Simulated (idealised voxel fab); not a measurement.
Process module under the name voxel wiring stack
FYI the section here is cut, 290 nm wide, cells are 5 nm squares.
A cross-section in this document is a grid of square cells, and it is written down as bands, the top band listed before the ones below it; a band is made up of one or more rows of cells. A band entry consists of two parts. The first gives the height of the band's top and the height of its bottom, in nm. The rest lists the band's materials from left to right, each with its width in nm. A single material labelled with the word "full width" fills the band from edge to edge, and the word "blank" marks empty space. Heights from 0 (as-received wafer is one material below). Bottom band endless downward, as "0 and below". So if you see something like "30 to 40" for the width, read it as the top row of the band sitting at the first number and the bottom row at the second, with every row in between moving by the same amount as the last. Take "nothing changed" at face value: in the step it is given for, the cross-section changed in none of its cells. Empty spaces without an open route to the top, at least 8 cells in extent, make up the entry "Trapped void list"; each is given as width x height at distance, where the distance is measured from the left edge, and all are in nm. Note: text after step settings on the step line = simulator remark on that step. Each step line may optionally specify "overlay nm", which for a step with a mask gives the rightward distance between the mask's planned place and where it lay, a negative value indicating the leftward direction.
Intended process steps
1: RECEIVE: material Si
2: CONFORMAL_DEP: material SiO2, thk nm 15
3: DIRECTIONAL_DEP: material TiN, thk nm 5
4: DIRECTIONAL_DEP: material W, thk nm 20
5: DIRECTIONAL_DEP: material aC, thk nm 10
6: PATTERN: tone cover, mask id METAL_1, material resist, width nm 25, pitch nm 45, thk nm 30, overlay nm 0
7: DIRECTIONAL_ETCH: etch materials aC, depth nm 10
8: STRIP: etch materials resist
9: DIRECTIONAL_ETCH: etch materials W, depth nm 20
10: DIRECTIONAL_ETCH: etch materials TiN, depth nm 5
11: STRIP: etch materials aC
12: CONFORMAL_DEP: material SiN, thk nm 5
13: FILL_DEP: material lowk, thk nm 10
14: CMP: height nm 40
15: CONFORMAL_DEP: material SiCN, thk nm 5
16: DIRECTIONAL_DEP: material SiO2, thk nm 20
17: DIRECTIONAL_DEP: material aC, thk nm 10
18: PATTERN: tone open, mask id PLUG_1, material resist, width nm 15, pitch nm 45, thk nm 25, overlay nm 0
19: DIRECTIONAL_ETCH: etch materials aC, depth nm 10
20: STRIP: etch materials resist
21: DIRECTIONAL_ETCH: etch materials SiO2, depth nm 20
22: DIRECTIONAL_ETCH: etch materials SiCN, depth nm 5
23: STRIP: etch materials aC
24: CONFORMAL_DEP: material TiN, thk nm 5
25: FILL_DEP: material Cu, thk nm 5
26: CMP: height nm 65
27: DIRECTIONAL_DEP: material TiN, thk nm 5
28: DIRECTIONAL_DEP: material W, thk nm 15
29: DIRECTIONAL_DEP: material aC, thk nm 10
30: PATTERN: tone cover, mask id METAL_2, material resist, width nm 25, pitch nm 45, thk nm 30, overlay nm 0
31: DIRECTIONAL_ETCH: etch materials aC, depth nm 10
32: STRIP: etch materials resist
33: DIRECTIONAL_ETCH: etch materials W, depth nm 15
34: DIRECTIONAL_ETCH: etch materials TiN, depth nm 5
35: STRIP: etch materials aC
36: CONFORMAL_DEP: material SiCN, thk nm 5
37: FILL_DEP: material SiO2, thk nm 10
38: CMP: height nm 85
39: CONFORMAL_DEP: material SiCN, thk nm 5
40: DIRECTIONAL_DEP: material lowk, thk nm 10
41: MASKED_ETCH: tone open, mask id PLUG_2, width nm 15, pitch nm 45, etch materials lowk, depth nm 10, overlay nm 0
42: MASKED_ETCH: tone open, mask id PLUG_2, width nm 15, pitch nm 45, etch materials SiCN, depth nm 5, overlay nm 0
43: CONFORMAL_DEP: material TiN, thk nm 5
44: FILL_DEP: material W, thk nm 10
45: CMP: height nm 100
46: CONFORMAL_DEP: material SiN, thk nm 5
47: DIRECTIONAL_DEP: material SiO2, thk nm 20
48: PATTERN: tone open, mask id METAL_3, material resist, width nm 25, pitch nm 45, thk nm 20, overlay nm 0
49: DIRECTIONAL_ETCH: etch materials SiO2, depth nm 20
50: DIRECTIONAL_ETCH: etch materials SiN, depth nm 5
51: STRIP: etch materials resist
52: CONFORMAL_DEP: material TiN, thk nm 5
53: FILL_DEP: material Ru, thk nm 10
54: CMP: height nm 125
55: CONFORMAL_DEP: material SiN, thk nm 5
Cross-section of the wafer upon arrival, representing the state reached after step 1
	0 and below  Si full width
	Trapped void list: none
The cross-section shown corresponds to the wafer at the conclusion of the module. The initial structure and the process plan are those presented above; however, one mistake occurred in executing the plan
	130 down to 125  SiN full width
	125 down to 105  85 of SiO2, 5 of TiN, 15 of Ru, 5 of TiN, 20 of SiO2, 5 of TiN, 15 of Ru, 5 of TiN, 20 of SiO2, 5 of TiN, 15 of Ru, 5 of TiN, 90 of SiO2
	105 down to 100  85 of SiN, 25 of TiN, 20 of SiN, 25 of TiN, 20 of SiN, 25 of TiN, 90 of SiN
	100 down to 95  90 of lowk, 5 of TiN, 5 of W, 5 of TiN, 30 of lowk, 5 of TiN, 5 of W, 5 of TiN, 30 of lowk, 5 of TiN, 5 of W, 5 of TiN, 95 of lowk
	95 down to 90  90 of lowk, 15 of TiN, 30 of lowk, 15 of TiN, 30 of lowk, 15 of TiN, 95 of lowk
	90 down to 85  90 of SiCN, 10 of TiN, 35 of SiCN, 10 of TiN, 35 of SiCN, 10 of TiN, 100 of SiCN
	85 down to 70  80 of SiO2, 5 of SiCN, 25 of W, 5 of SiCN, 10 of SiO2, 5 of SiCN, 25 of W, 5 of SiCN, 10 of SiO2, 5 of SiCN, 25 of W, 5 of SiCN, 85 of SiO2
	70 down to 65  85 of SiCN, 25 of TiN, 20 of SiCN, 25 of TiN, 20 of SiCN, 25 of TiN, 90 of SiCN
	65 down to 45  85 of SiO2, 5 of TiN, 5 of Cu, 5 of TiN, 30 of SiO2, 5 of TiN, 5 of Cu, 5 of TiN, 30 of SiO2, 5 of TiN, 5 of Cu, 5 of TiN, 100 of SiO2
	45 down to 40  85 of SiCN, 15 of TiN, 30 of SiCN, 15 of TiN, 30 of SiCN, 15 of TiN, 100 of SiCN
	40 down to 20  80 of lowk, 5 of SiN, 25 of W, 5 of SiN, 10 of lowk, 5 of SiN, 25 of W, 5 of SiN, 10 of lowk, 5 of SiN, 25 of W, 5 of SiN, 85 of lowk
	20 down to 15  85 of SiN, 25 of TiN, 20 of SiN, 25 of TiN, 20 of SiN, 25 of TiN, 90 of SiN
	15 down to 0  SiO2 full width
	0 and below  Si full width
	Trapped void list: none
Against the plan, the run slipped here: step 41 ran with different settings than intended, the actual operation and settings being MASKED_ETCH: tone open, mask id PLUG_2, width nm 15, pitch nm 45, etch materials lowk, depth nm 10, overlay nm 5
